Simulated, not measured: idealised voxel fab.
process module | voxel trench capacitor
cross-section cut | 270 nm wide | cells 5 nm
A cross-section is a grid of square cells, given in bands from the top down. A band is one or more rows of cells.
Each band's line starts with the height of the band's top and of its bottom, in nm. Then come its materials from left to right, each with its width in nm. One material with "throughout" fills the band from edge to edge. "air" is empty space.
Height 0 is the level under which the wafer as received is all one material. The lowest band goes on downwards, as in "0 down".
A width such as "30 to 40" changes by the same amount from each row of cells to the next, from the band's top row to its bottom row.
"no change" after a step means that no cell of the cross-section changed.
closed voids: empty space of 8 cells or more with no open way to the top, each as width x height at its distance from the left edge, in nm
after a step's settings: what the simulator itself notes on the step
overlay nm, on a step with a mask: how far to the right of its planned place the mask lay; to the left if negative
plan
1 op RECEIVE | material Si
2 op CONFORMAL_DEP | material SiN | thk nm 5
3 op MASKED_ETCH | tone open | mask id TRENCH | width nm 15 | pitch nm 40 | etch materials SiN | depth nm 5 | overlay nm 0
4 op MASKED_ETCH | tone open | mask id TRENCH | width nm 15 | pitch nm 40 | etch materials Si | depth nm 30 | overlay nm 0
5 op CONFORMAL_DEP | material Al2O3 | thk nm 5
6 op FILL_DEP | material polySi | thk nm 10
7 op CMP | height nm 5
as received, after step 1
  0 down: Si throughout
  closed voids: none
a wafer at the end: this start, this plan, one mistake
  5 to 0: Al2O3 85 | SiN 15 | Al2O3 25 | SiN 15 | Al2O3 25 | SiN 15 | Al2O3 90
  0 down: Si throughout
  closed voids: none
what went wrong: step 3 ran as: op MASKED_ETCH | tone cover | mask id TRENCH | width nm 15 | pitch nm 40 | etch materials SiN | depth nm 5 | overlay nm 0
